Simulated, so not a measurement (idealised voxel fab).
process module | voxel gate over fins
cross-section cut | 225 nm wide | cells 5 nm
A cross-section is a grid of square cells, given in bands from the top down. A band is one or more rows of cells.
Each band's line starts with the height of the band's top and of its bottom, in nm. Then come its materials from left to right, each with its width in nm. One material with "throughout" fills the band from edge to edge. "air" is empty space.
Height 0 is the level under which the wafer as received is all one material. The lowest band goes on downwards, as in "0 down".
A width such as "30 to 40" changes by the same amount from each row of cells to the next, from the band's top row to its bottom row.
"no change" after a step means that no cell of the cross-section changed.
closed voids: empty space of 8 cells or more with no open way to the top, each as width x height at its distance from the left edge, in nm
after a step's settings: what the simulator itself notes on the step
overlay nm, on a step with a mask: how far to the right of its planned place the mask lay; to the left if negative
plan
1 op RECEIVE | material Si
2 op CONFORMAL_DEP | material SiN | thk nm 10
3 op DIRECTIONAL_DEP | material aC | thk nm 15
4 op PATTERN | tone cover | mask id FINS | material resist | width nm 15 | pitch nm 55 | thk nm 35 | overlay nm 0
5 op DIRECTIONAL_ETCH | etch materials aC | depth nm 15
6 op STRIP | etch materials resist
7 op DIRECTIONAL_ETCH | etch materials SiN | depth nm 10
8 op DIRECTIONAL_ETCH | etch materials Si | depth nm 40
9 op STRIP | etch materials aC
10 op OXIDIZE | depth nm 5
11 op FILL_DEP | material SiO2 | thk nm 5
12 op CMP | height nm 10
13 op DIRECTIONAL_DEP | material aC | thk nm 10
14 op PATTERN | tone open | mask id RAIL | material resist | width nm 15 | thk nm 30 | overlay nm 0
15 op DIRECTIONAL_ETCH | etch materials aC | depth nm 10
16 op STRIP | etch materials resist
17 op DIRECTIONAL_ETCH | etch materials SiO2 | depth nm 45
18 op STRIP | etch materials aC
19 op CONFORMAL_DEP | material TiN | thk nm 5
20 op FILL_DEP | material Ru | thk nm 10
21 op CMP | height nm 10
22 op SELECTIVE_ETCH | etch materials W Ru TiN | depth nm 30
23 op FILL_DEP | material SiO2 | thk nm 5
24 op CMP | height nm 10
25 op SELECTIVE_ETCH | etch materials SiO2 | depth nm 25
26 op STRIP | etch materials SiN
27 op CONFORMAL_DEP | material HfO2 | thk nm 5
28 op CONFORMAL_DEP | material TiN | thk nm 5
29 op CONFORMAL_DEP | material TiAl | thk nm 5
30 op CONFORMAL_DEP | material TiN | thk nm 5
31 op FILL_DEP | material W | thk nm 10
32 op CMP | height nm 25
33 op CONFORMAL_DEP | material SiCN | thk nm 10
as received, after step 1
  0 down: Si throughout
  closed voids: none
a wafer at the end: this start, this plan, one mistake
  35 to 25: SiCN throughout
  25 to 20: W throughout
  20 to 15: W 60 | TiN 50 | W 5 | TiN 50 | W 60
  15 to 10: W 60 | TiN 5 | TiAl 40 | TiN 5 | W 5 | TiN 5 | TiAl 40 | TiN 5 | W 60
  10 to 5: W 60 | TiN 5 | TiAl 5 | TiN 30 | TiAl 5 | TiN 5 | W 5 | TiN 5 | TiAl 5 | TiN 30 | TiAl 5 | TiN 5 | W 60
  5 to 0: TiN 65 | TiAl 5 | TiN 5 | HfO2 20 | TiN 5 | TiAl 5 | TiN 15 | TiAl 5 | TiN 5 | HfO2 20 | TiN 5 | TiAl 5 | TiN 65
  0 to -5: TiAl 70 | TiN 5 | HfO2 5 | Si 10 | HfO2 5 | TiN 5 | TiAl 25 | TiN 5 | HfO2 5 | Si 10 | HfO2 5 | TiN 5 | TiAl 70
  -5 to -10: TiN 75 | HfO2 5 | Si 10 | HfO2 5 | TiN 35 | HfO2 5 | Si 10 | HfO2 5 | TiN 75
  -10 to -15: HfO2 80 | Si 10 | HfO2 45 | Si 10 | HfO2 80
  -15 to -20: SiO2 80 | Si 10 | SiO2 45 | Si 10 | SiO2 80
  -20 to -30: SiO2 80 | Si 10 | SiO2 10 | TiN 5 | Ru 5 | TiN 5 | SiO2 20 | Si 10 | SiO2 80
  -30 to -35: SiO2 80 | Si 10 | SiO2 10 | TiN 15 | SiO2 20 | Si 10 | SiO2 80
  -35 to -45: SiO2 80 | Si 10 | SiO2 45 | Si 10 | SiO2 80
  -45 down: Si throughout
  closed voids: none
what went wrong: step 4 ran as: op PATTERN | tone cover | mask id FINS | material resist | width nm 20 | pitch nm 55 | thk nm 35 | overlay nm 0
